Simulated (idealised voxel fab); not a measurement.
The name of this process module is voxel ribs on slabs.
Square cell edge 5 nm, section width 300 nm, ID cut.
How to read a cross-section here: the picture is a grid of square cells, written as bands going from the top down, and any band can span one or more rows of cells.
Heights first: top, then bottom, in nm. Then materials, left to right, each with a width in nm. "edge to edge" on a single material: fills the band edge to edge. "air": empty space.
Ref level 0: as-received wafer is one material below here. Bottom band extends down with no lower bound ("z 0 and below").
The expression "30->40" gives the width at the extremes of the band, the first number at its top row of cells and the second at its bottom row, with the width changing by equal amounts from each row to the next in between.
"nothing was modified" -> step changed no cross-section cell.
Basically, "Closed cavities" tells you about the enclosed voids: empty spaces with no open way to the top, 8 cells or bigger, each written width x height at distance, where distance is from the left edge, all in nm.
The remark found on a step's line after its settings is issued by the simulator itself and pertains to that step.
What "overlay nm" on a step's line means: if the step has a mask, that mask lay this far to the right of its planned place, or, when the value is negative, to the left.

SO HERE'S THE LINEUP OF PROCESS STEPS WE PLANNED
1 RECEIVE | material Si
2 DIRECTIONAL_DEP | material SiO2 | thk nm 30
3 DIRECTIONAL_DEP | material SiN | thk nm 25
4 MASKED_ETCH | tone cover | mask id RIB | width nm 20 | etch materials SiN | depth nm 20 | overlay nm 0
5 MASKED_ETCH | tone cover | mask id SLAB | width nm 60 | etch materials SiN | depth nm 5 | overlay nm 0
6 FILL_DEP | material SiO2 | thk nm 25
7 CMP | height nm 75
8 DIRECTIONAL_DEP | material W | thk nm 5
9 MASKED_ETCH | tone cover | mask id HEATER | width nm 30 | etch materials W | depth nm 5 | overlay nm 0
10 CONFORMAL_DEP | material SiO2 | thk nm 5

ACCOUNT OF THE FIRST OF TWO WAFERS, WHICH WAS PROCESSED AS INTENDED

AS-RECEIVED WAFER CROSS-SECTION (AFTER STEP 1)
- z 0 and below: Si edge to edge
- Closed cavities: none

AFTER STEP 2: WAFER CROSS-SECTION
- z 30 to 0: SiO2 edge to edge
- Under 0: no change, same as before.

AFTER STEP 3: WAFER CROSS-SECTION
- z 55 to 30: SiN edge to edge
- Under 30: no change, same as before.

AFTER STEP 4: WAFER CROSS-SECTION
- z 55 to 35: air=140; SiN=20; air=140
- Under 35: no change, same as before.

AFTER STEP 5: WAFER CROSS-SECTION
- z 55 to 35: air=140; SiN=20; air=140
- z 35 to 30: air=120; SiN=60; air=120
- Under 30: no change, same as before.

AFTER STEP 6: WAFER CROSS-SECTION
- z 80 to 55: SiO2 edge to edge
- z 55 to 35: SiO2=140; SiN=20; SiO2=140
- z 35 to 30: SiO2=120; SiN=60; SiO2=120
- Under 30: no change, same as before.

AFTER STEP 7: WAFER CROSS-SECTION
- z 75 to 55: SiO2 edge to edge
- Under 55: no change, same as before.

AFTER STEP 8: WAFER CROSS-SECTION
- z 80 to 75: W edge to edge
- Under 75: no change, same as before.

AFTER STEP 9: WAFER CROSS-SECTION
- z 80 to 75: air=135; W=30; air=135
- Under 75: no change, same as before.

AFTER STEP 10: WAFER CROSS-SECTION
- z 85 to 80: air=130; SiO2=40; air=130
- z 80 to 75: SiO2=135; W=30; SiO2=135
- Under 75: no change, same as before.

WAFER TWO OF TWO - SAME STARTING POINT, SAME PROCESS PLAN, ONE MISTAKE IN EXECUTION; MATCHES WAFER ONE UP TO AND INCLUDING STEP 4

HERE IS THE SECOND WAFER IN CROSS-SECTION AT THE POINT WHERE STEP 5 OF THE PLAN SHOULD HAVE BEEN DONE
- z 55 to 35: air=140; SiN=20; air=140
- z 35 to 30: air=115; SiN=60; air=125
- Under 30: no change, same as before.

HERE IS THE SECOND WAFER IN CROSS-SECTION AT THE POINT WHERE STEP 6 OF THE PLAN SHOULD HAVE BEEN DONE
- z 80 to 55: SiO2 edge to edge
- z 55 to 35: SiO2=140; SiN=20; SiO2=140
- z 35 to 30: SiO2=115; SiN=60; SiO2=125
- Under 30: no change, same as before.

HERE IS THE SECOND WAFER IN CROSS-SECTION AT THE POINT WHERE STEP 7 OF THE PLAN SHOULD HAVE BEEN DONE
- z 75 to 55: SiO2 edge to edge
- Under 55: no change, same as before.

HERE IS THE SECOND WAFER IN CROSS-SECTION AT THE POINT WHERE STEP 8 OF THE PLAN SHOULD HAVE BEEN DONE
- z 80 to 75: W edge to edge
- Under 75: no change, same as before.

HERE IS THE SECOND WAFER IN CROSS-SECTION AT THE POINT WHERE STEP 9 OF THE PLAN SHOULD HAVE BEEN DONE
- z 80 to 75: air=135; W=30; air=135
- Under 75: no change, same as before.

HERE IS THE SECOND WAFER IN CROSS-SECTION AT THE POINT WHERE STEP 10 OF THE PLAN SHOULD HAVE BEEN DONE
- z 85 to 80: air=130; SiO2=40; air=130
- z 80 to 75: SiO2=135; W=30; SiO2=135
- Under 75: no change, same as before.
Where did the run depart from the plan? step 5, actual vs plan mismatch, actual run MASKED_ETCH | tone cover | mask id SLAB | width nm 60 | etch materials SiN | depth nm 5 | overlay nm -5
Comparing end states, the material composition by cell count is preserved from the first wafer to the second, while the locations of the cells are not.
